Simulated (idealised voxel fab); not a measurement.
Process module, titled voxel wiring stack
Cross-section cut: width 215 nm, square cells of 5 nm.
Cross-section spec: square-cell grid; bands listed top down; each band is one or more rows. This entry defines a band. It first specifies the height of the band's top and the height of its bottom in nm, and then specifies the band's materials from left to right, stating each material with its width in nm. The word "all across" identifies a single material that fills the band from edge to edge, while the word "air" identifies empty space. Convention: height 0 is the level below which the wafer, as received, is all one material. The lowest band does not terminate at the bottom but continues downward, represented as "top 0, no bottom". The expression "30..40" gives the width at the extremes of the band, the first number at its top row of cells and the second at its bottom row, with the width changing by equal amounts from each row to the next in between. For the purposes of this document, the phrase "no change occurred" attached to a step denotes that no cell within the cross-section was modified by that step. Reported under the label "Sealed void listing" are the empty spaces having no open way to the top and comprising 8 cells or more; the notation for each is width x height at distance, in which the distance is measured from the left edge and all three values are in nm. Heads up: the bit after the settings on a step's line is the simulator's remark on that step. overlay nm: how far to the right of its planned place the mask lay on this masked step (negative: to the left).
**The planned process steps are enumerated hereunder**
1,RECEIVE (material Si)
2,CONFORMAL_DEP (material SiO2; thk nm 15)
3,DIRECTIONAL_DEP (material TiN; thk nm 5)
4,DIRECTIONAL_DEP (material W; thk nm 25)
5,PATTERN (tone cover; mask id METAL_1; material resist; width nm 25; pitch nm 40; thk nm 15; overlay nm 0)
6,DIRECTIONAL_ETCH (etch materials W; depth nm 25)
7,DIRECTIONAL_ETCH (etch materials TiN; depth nm 5)
8,STRIP (etch materials resist)
9,FILL_DEP (material lowk; thk nm 10)
10,CMP (height nm 45)
11,CONFORMAL_DEP (material SiCN; thk nm 5)
12,DIRECTIONAL_DEP (material SiO2; thk nm 30)
13,DIRECTIONAL_DEP (material aC; thk nm 10)
14,PATTERN (tone open; mask id METAL_2; material resist; width nm 25; pitch nm 40; thk nm 25; overlay nm 0)
15,DIRECTIONAL_ETCH (etch materials aC; depth nm 10)
16,STRIP (etch materials resist)
17,DIRECTIONAL_ETCH (etch materials SiO2; depth nm 15)
18,STRIP (etch materials aC)
19,MASKED_ETCH (tone open; mask id METAL_2_HOLES; width nm 15; pitch nm 40; etch materials SiO2; depth nm 15; overlay nm 0)
20,MASKED_ETCH (tone open; mask id METAL_2_HOLES; width nm 15; pitch nm 40; etch materials SiCN; depth nm 5; overlay nm 0)
21,CONFORMAL_DEP (material TiN; thk nm 5)
22,FILL_DEP (material Cu; thk nm 10)
23,CMP (height nm 80)
24,CONFORMAL_DEP (material SiN; thk nm 5)
**Cross-section of the incoming wafer, state after step 1**
  top 0, no bottom = Si all across
  Sealed void listing: none
**Cross-section, first of two wafers, end of module, run as planned**
  top 85, bottom 80 = SiN all across
  top 80, bottom 70 = SiO2 35 nm  TiN 5 nm  Cu 15 nm  TiN 5 nm  SiO2 15 nm  TiN 5 nm  Cu 15 nm  TiN 5 nm  SiO2 15 nm  TiN 5 nm  Cu 15 nm  TiN 5 nm  SiO2 15 nm  TiN 5 nm  Cu 15 nm  TiN 5 nm  SiO2 35 nm
  top 70, bottom 65 = SiO2 35 nm  TiN 5 nm  Cu 5 nm  TiN 15 nm  SiO2 15 nm  TiN 5 nm  Cu 5 nm  TiN 15 nm  SiO2 15 nm  TiN 5 nm  Cu 5 nm  TiN 15 nm  SiO2 15 nm  TiN 5 nm  Cu 5 nm  TiN 15 nm  SiO2 35 nm
  top 65, bottom 50 = SiO2 35 nm  TiN 5 nm  Cu 5 nm  TiN 5 nm  SiO2 25 nm  TiN 5 nm  Cu 5 nm  TiN 5 nm  SiO2 25 nm  TiN 5 nm  Cu 5 nm  TiN 5 nm  SiO2 25 nm  TiN 5 nm  Cu 5 nm  TiN 5 nm  SiO2 45 nm
  top 50, bottom 45 = SiCN 35 nm  TiN 15 nm  SiCN 25 nm  TiN 15 nm  SiCN 25 nm  TiN 15 nm  SiCN 25 nm  TiN 15 nm  SiCN 45 nm
  top 45, bottom 20 = lowk 35 nm  W 25 nm  lowk 15 nm  W 25 nm  lowk 15 nm  W 25 nm  lowk 15 nm  W 25 nm  lowk 35 nm
  top 20, bottom 15 = lowk 35 nm  TiN 25 nm  lowk 15 nm  TiN 25 nm  lowk 15 nm  TiN 25 nm  lowk 15 nm  TiN 25 nm  lowk 35 nm
  top 15, bottom 0 = SiO2 all across
  top 0, no bottom = Si all across
  Sealed void listing: none
**This is the second of the two wafers, cross-sectioned at the end of the module; it started exactly like the first and was given the same plan, but it was run with one mistake**
  top 85, bottom 80 = SiN all across
  top 80, bottom 75 = SiCN 35 nm  TiN 15 nm  SiCN 25 nm  TiN 15 nm  SiCN 25 nm  TiN 15 nm  SiCN 25 nm  TiN 15 nm  SiCN 45 nm
  top 75, bottom 45 = SiCN all across
  top 45, bottom 20 = lowk 35 nm  W 25 nm  lowk 15 nm  W 25 nm  lowk 15 nm  W 25 nm  lowk 15 nm  W 25 nm  lowk 35 nm
  top 20, bottom 15 = lowk 35 nm  TiN 25 nm  lowk 15 nm  TiN 25 nm  lowk 15 nm  TiN 25 nm  lowk 15 nm  TiN 25 nm  lowk 35 nm
  top 15, bottom 0 = SiO2 all across
  top 0, no bottom = Si all across
  Sealed void listing: none
What was the processing mistake? planned and actual differ for step 12; actual: DIRECTIONAL_DEP (material SiCN; thk nm 30)
Once processing is complete, comparing cell counts shows that the second wafer has more or fewer of certain materials than the first: Cu -40; SiCN +258; SiO2 -162; TiN -56
